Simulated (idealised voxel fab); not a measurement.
process module | voxel released beams
cross-section cut | 270 nm wide | cells 5 nm
A cross-section is a grid of square cells, given in bands from the top down. A band is one or more rows of cells.
Each band's line starts with the height of the band's top and of its bottom, in nm. Then come its materials from left to right, each with its width in nm. One material with "throughout" fills the band from edge to edge. "air" is empty space.
Height 0 is the level under which the wafer as received is all one material. The lowest band goes on downwards, as in "0 down".
A width such as "30 to 40" changes by the same amount from each row of cells to the next, from the band's top row to its bottom row.
"no change" after a step means that no cell of the cross-section changed.
closed voids: empty space of 8 cells or more with no open way to the top, each as width x height at its distance from the left edge, in nm
after a step's settings: what the simulator itself notes on the step
overlay nm, on a step with a mask: how far to the right of its planned place the mask lay; to the left if negative
plan
1 op RECEIVE | material Si
2 op CONFORMAL_DEP | material SiN | thk nm 10
3 op DIRECTIONAL_DEP | material SiO2 | thk nm 20
4 op MASKED_ETCH | tone open | mask id ANCHOR | width nm 30 | etch materials SiO2 | depth nm 20 | overlay nm 0
5 op CONFORMAL_DEP | material polySi | thk nm 10
6 op DIRECTIONAL_DEP | material aC | thk nm 10
7 op PATTERN | tone cover | mask id BEAM | material resist | width nm 90 | thk nm 25 | overlay nm 0
8 op DIRECTIONAL_ETCH | etch materials aC | depth nm 10
9 op STRIP | etch materials resist
10 op DIRECTIONAL_ETCH | etch materials polySi | depth nm 10
11 op STRIP | etch materials aC
12 op STRIP | etch materials SiO2
as received, after step 1
  0 down: Si throughout
  closed voids: none
a wafer at the end: this start, this plan, one mistake
  40 to 30: air 85 | polySi 90 | air 95
  30 to 10: polySi throughout
  10 to 0: SiN throughout
  0 down: Si throughout
  closed voids: none
what went wrong: step 3 ran as: op DIRECTIONAL_DEP | material polySi | thk nm 20
